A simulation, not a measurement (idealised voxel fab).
The following process module bears the name voxel self aligned contacts.
cross-section cut | 230 nm wide | cells 5 nm
A cross-section is written here as square cells arranged in a grid, and it is given in bands from the top down, each band taking up one or more rows of cells.
Top, bottom (nm), then materials left to right with widths (nm); lone material tagged "full width" fills the whole band edge to edge; "blank" = empty space.
Height reference: 0 = level under which incoming wafer is all one material. Lowest band: no bottom, runs on downward, e.g. "0 -> down".
A width given as "30 to 40" starts at the first number in the band's top row and ends at the second number in its bottom row, shifting by an equal amount at every step from row to row.
No cell of the cross-section changed in a step that is given as "all unchanged".
If an empty space has no open way to the top and is at least 8 cells in size, "Entrapped voids" lists it, written width x height at distance, where distance is measured from the left edge and every value is in nm.
What comes after the settings on a step's line is commentary from the simulator itself on that step.
"overlay nm", when on a step's line for a step with a mask, measures how far to the right of its planned place the mask lay; a negative measure means to the left.
## Steps in the process plan
step 1: RECEIVE,material Si
step 2: OXIDIZE,depth nm 5
step 3: DIRECTIONAL_DEP,material polySi,thk nm 30
step 4: DIRECTIONAL_DEP,material SiN,thk nm 20
step 5: DIRECTIONAL_DEP,material aC,thk nm 15
step 6: PATTERN,tone cover,mask id GATE,material resist,width nm 25,pitch nm 50,thk nm 30,overlay nm 0
step 7: DIRECTIONAL_ETCH,etch materials aC,depth nm 15
step 8: STRIP,etch materials resist
step 9: DIRECTIONAL_ETCH,etch materials SiN,depth nm 20
step 10: DIRECTIONAL_ETCH,etch materials polySi,depth nm 30
step 11: STRIP,etch materials aC
step 12: CONFORMAL_DEP,material SiN,thk nm 5
step 13: DIRECTIONAL_ETCH,etch materials SiN,depth nm 5
step 14: FILL_DEP,material SiO2,thk nm 20
step 15: CMP,height nm 60
step 16: PATTERN,tone open,mask id CONTACT,material resist,width nm 35,thk nm 15,overlay nm 0
step 17: DIRECTIONAL_ETCH,etch materials SiO2,depth nm 65
step 18: STRIP,etch materials resist
step 19: CONFORMAL_DEP,material TiN,thk nm 5
step 20: FILL_DEP,material Ru,thk nm 5
step 21: CMP,height nm 60
step 22: CONFORMAL_DEP,material SiCN,thk nm 5
## Below: the first of two wafers, run as planned
## As-received state of the wafer in cross-section, equivalent to post-step 1
* 0 -> down  Si full width
* Entrapped voids: none
## Cross-section: wafer state after step 2
* 0 -> -5  SiO2 full width
* All layers under -5 are left as they were.
## Cross-section: wafer state after step 3
* 30 -> 0  polySi full width
* All layers under 0 are left as they were.
## Cross-section: wafer state after step 4
* 50 -> 30  SiN full width
* All layers under 30 are left as they were.
## Cross-section: wafer state after step 5
* 65 -> 50  aC full width
* All layers under 50 are left as they were.
## Cross-section: wafer state after step 6
* 95 -> 65  blank 75, then resist 25, then blank 25, then resist 25, then blank 80
* All layers under 65 are left as they were.
## Cross-section: wafer state after step 7
* 80 -> 65  blank 75, then resist 25, then blank 25, then resist 25, then blank 80
* 65 -> 50  blank 75, then aC 25, then blank 25, then aC 25, then blank 80
* All layers under 50 are left as they were.
## Cross-section: wafer state after step 8
* 65 -> 50  blank 75, then aC 25, then blank 25, then aC 25, then blank 80
* All layers under 50 are left as they were.
## Cross-section: wafer state after step 9
* 65 -> 50  blank 75, then aC 25, then blank 25, then aC 25, then blank 80
* 50 -> 30  blank 75, then SiN 25, then blank 25, then SiN 25, then blank 80
* All layers under 30 are left as they were.
## Cross-section: wafer state after step 10
* 65 -> 50  blank 75, then aC 25, then blank 25, then aC 25, then blank 80
* 50 -> 30  blank 75, then SiN 25, then blank 25, then SiN 25, then blank 80
* 30 -> 0  blank 75, then polySi 25, then blank 25, then polySi 25, then blank 80
* All layers under 0 are left as they were.
## Cross-section: wafer state after step 11
* 50 -> 30  blank 75, then SiN 25, then blank 25, then SiN 25, then blank 80
* All layers under 30 are left as they were.
## Cross-section: wafer state after step 12
* 55 -> 30  blank 70, then SiN 35, then blank 15, then SiN 35, then blank 75
* 30 -> 5  blank 70, then SiN 5, then polySi 25, then SiN 5, then blank 15, then SiN 5, then polySi 25, then SiN 5, then blank 75
* 5 -> 0  SiN 75, then polySi 25, then SiN 25, then polySi 25, then SiN 80
* All layers under 0 are left as they were.
## Cross-section: wafer state after step 13
* 50 -> 30  blank 70, then SiN 35, then blank 15, then SiN 35, then blank 75
* 30 -> 0  blank 70, then SiN 5, then polySi 25, then SiN 5, then blank 15, then SiN 5, then polySi 25, then SiN 5, then blank 75
* All layers under 0 are left as they were.
## Cross-section: wafer state after step 14
* 70 -> 50  SiO2 full width
* 50 -> 30  SiO2 70, then SiN 35, then SiO2 15, then SiN 35, then SiO2 75
* 30 -> 0  SiO2 70, then SiN 5, then polySi 25, then SiN 5, then SiO2 15, then SiN 5, then polySi 25, then SiN 5, then SiO2 75
* All layers under 0 are left as they were.
## Cross-section: wafer state after step 15
* 60 -> 50  SiO2 full width
* All layers under 50 are left as they were.
## Cross-section: wafer state after step 16
* 75 -> 60  resist 95, then blank 35, then resist 100
* All layers under 60 are left as they were.
## Cross-section: wafer state after step 17
* 75 -> 60  resist 95, then blank 35, then resist 100
* 60 -> 50  SiO2 95, then blank 35, then SiO2 100
* 50 -> 30  SiO2 70, then SiN 35, then blank 15, then SiN 35, then SiO2 75
* 30 -> 0  SiO2 70, then SiN 5, then polySi 25, then SiN 5, then blank 15, then SiN 5, then polySi 25, then SiN 5, then SiO2 75
* 0 -> -5  SiO2 105, then blank 15, then SiO2 110
* All layers under -5 are left as they were.
## Cross-section: wafer state after step 18
* 60 -> 50  SiO2 95, then blank 35, then SiO2 100
* All layers under 50 are left as they were.
## Cross-section: wafer state after step 19
* 65 -> 60  TiN 100, then blank 25, then TiN 105
* 60 -> 50  SiO2 95, then TiN 5 to 15, then blank 25 to 5, then TiN 5 to 15, then SiO2 100
* 50 -> 30  SiO2 70, then SiN 35, then TiN 5, then blank 5, then TiN 5, then SiN 35, then SiO2 75
* 30 -> 0  SiO2 70, then SiN 5, then polySi 25, then SiN 5, then TiN 5, then blank 5, then TiN 5, then SiN 5, then polySi 25, then SiN 5, then SiO2 75
* 0 -> -5  SiO2 105, then TiN 15, then SiO2 110
* All layers under -5 are left as they were.
## Cross-section: wafer state after step 20
* 70 -> 65  Ru full width
* 65 -> 60  TiN 100, then Ru 25, then TiN 105
* 60 -> 50  SiO2 95, then TiN 5 to 15, then Ru 25 to 5, then TiN 5 to 15, then SiO2 100
* 50 -> 30  SiO2 70, then SiN 35, then TiN 5, then Ru 5, then TiN 5, then SiN 35, then SiO2 75
* 30 -> 0  SiO2 70, then SiN 5, then polySi 25, then SiN 5, then TiN 5, then Ru 5, then TiN 5, then SiN 5, then polySi 25, then SiN 5, then SiO2 75
* All layers under 0 are left as they were.
## Cross-section: wafer state after step 21
* 60 -> 50  SiO2 95, then TiN 5 to 15, then Ru 25 to 5, then TiN 5 to 15, then SiO2 100
* All layers under 50 are left as they were.
## Cross-section: wafer state after step 22
* 65 -> 60  SiCN full width
* All layers under 60 are left as they were.
## Second wafer: same start and same plan as the first, one execution error; identical to the first through step 1
Second wafer, cut view, end of step 2 per plan: all unchanged
## Second wafer, cut view, end of step 3 per plan
* 30 -> 0  polySi full width
* All layers under 0 are left as they were.
## Second wafer, cut view, end of step 4 per plan
* 50 -> 30  SiN full width
* All layers under 30 are left as they were.
## Second wafer, cut view, end of step 5 per plan
* 65 -> 50  aC full width
* All layers under 50 are left as they were.
## Second wafer, cut view, end of step 6 per plan
* 95 -> 65  blank 75, then resist 25, then blank 25, then resist 25, then blank 80
* All layers under 65 are left as they were.
## Second wafer, cut view, end of step 7 per plan
* 80 -> 65  blank 75, then resist 25, then blank 25, then resist 25, then blank 80
* 65 -> 50  blank 75, then aC 25, then blank 25, then aC 25, then blank 80
* All layers under 50 are left as they were.
## Second wafer, cut view, end of step 8 per plan
* 65 -> 50  blank 75, then aC 25, then blank 25, then aC 25, then blank 80
* All layers under 50 are left as they were.
## Second wafer, cut view, end of step 9 per plan
* 65 -> 50  blank 75, then aC 25, then blank 25, then aC 25, then blank 80
* 50 -> 30  blank 75, then SiN 25, then blank 25, then SiN 25, then blank 80
* All layers under 30 are left as they were.
## Second wafer, cut view, end of step 10 per plan
* 65 -> 50  blank 75, then aC 25, then blank 25, then aC 25, then blank 80
* 50 -> 30  blank 75, then SiN 25, then blank 25, then SiN 25, then blank 80
* 30 -> 0  blank 75, then polySi 25, then blank 25, then polySi 25, then blank 80
* All layers under 0 are left as they were.
## Second wafer, cut view, end of step 11 per plan
* 50 -> 30  blank 75, then SiN 25, then blank 25, then SiN 25, then blank 80
* All layers under 30 are left as they were.
## Second wafer, cut view, end of step 12 per plan
* 55 -> 30  blank 70, then SiN 35, then blank 15, then SiN 35, then blank 75
* 30 -> 5  blank 70, then SiN 5, then polySi 25, then SiN 5, then blank 15, then SiN 5, then polySi 25, then SiN 5, then blank 75
* 5 -> 0  SiN 75, then polySi 25, then SiN 25, then polySi 25, then SiN 80
* All layers under 0 are left as they were.
## Second wafer, cut view, end of step 13 per plan
* 50 -> 30  blank 70, then SiN 35, then blank 15, then SiN 35, then blank 75
* 30 -> 0  blank 70, then SiN 5, then polySi 25, then SiN 5, then blank 15, then SiN 5, then polySi 25, then SiN 5, then blank 75
* All layers under 0 are left as they were.
## Second wafer, cut view, end of step 14 per plan
* 70 -> 50  SiO2 full width
* 50 -> 30  SiO2 70, then SiN 35, then SiO2 15, then SiN 35, then SiO2 75
* 30 -> 0  SiO2 70, then SiN 5, then polySi 25, then SiN 5, then SiO2 15, then SiN 5, then polySi 25, then SiN 5, then SiO2 75
* All layers under 0 are left as they were.
## Second wafer, cut view, end of step 15 per plan
* 60 -> 50  SiO2 full width
* All layers under 50 are left as they were.
## Second wafer, cut view, end of step 16 per plan
* 75 -> 60  resist 95, then blank 35, then resist 100
* All layers under 60 are left as they were.
## Second wafer, cut view, end of step 17 per plan
* 75 -> 60  resist 95, then blank 35, then resist 100
* 60 -> 50  SiO2 95, then blank 35, then SiO2 100
* 50 -> 30  SiO2 70, then SiN 35, then blank 15, then SiN 35, then SiO2 75
* 30 -> 0  SiO2 70, then SiN 5, then polySi 25, then SiN 5, then blank 15, then SiN 5, then polySi 25, then SiN 5, then SiO2 75
* All layers under 0 are left as they were.
## Second wafer, cut view, end of step 18 per plan
* 60 -> 50  SiO2 95, then blank 35, then SiO2 100
* All layers under 50 are left as they were.
## Second wafer, cut view, end of step 19 per plan
* 65 -> 60  TiN 100, then blank 25, then TiN 105
* 60 -> 50  SiO2 95, then TiN 5 to 15, then blank 25 to 5, then TiN 5 to 15, then SiO2 100
* 50 -> 30  SiO2 70, then SiN 35, then TiN 5, then blank 5, then TiN 5, then SiN 35, then SiO2 75
* 30 -> 5  SiO2 70, then SiN 5, then polySi 25, then SiN 5, then TiN 5, then blank 5, then TiN 5, then SiN 5, then polySi 25, then SiN 5, then SiO2 75
* 5 -> 0  SiO2 70, then SiN 5, then polySi 25, then SiN 5, then TiN 15, then SiN 5, then polySi 25, then SiN 5, then SiO2 75
* All layers under 0 are left as they were.
## Second wafer, cut view, end of step 20 per plan
* 70 -> 65  Ru full width
* 65 -> 60  TiN 100, then Ru 25, then TiN 105
* 60 -> 50  SiO2 95, then TiN 5 to 15, then Ru 25 to 5, then TiN 5 to 15, then SiO2 100
* 50 -> 30  SiO2 70, then SiN 35, then TiN 5, then Ru 5, then TiN 5, then SiN 35, then SiO2 75
* 30 -> 5  SiO2 70, then SiN 5, then polySi 25, then SiN 5, then TiN 5, then Ru 5, then TiN 5, then SiN 5, then polySi 25, then SiN 5, then SiO2 75
* All layers under 5 are left as they were.
## Second wafer, cut view, end of step 21 per plan
* 60 -> 50  SiO2 95, then TiN 5 to 15, then Ru 25 to 5, then TiN 5 to 15, then SiO2 100
* All layers under 50 are left as they were.
## Second wafer, cut view, end of step 22 per plan
* 65 -> 60  SiCN full width
* All layers under 60 are left as they were.
What went wrong in running the wafer? skipped: plan step 2 (never run)
Counted in cells at the end, the second wafer holds more or fewer of these materials than the first: Ru: 1 fewer, Si: 46 more, SiO2: 43 fewer, TiN: 2 fewer
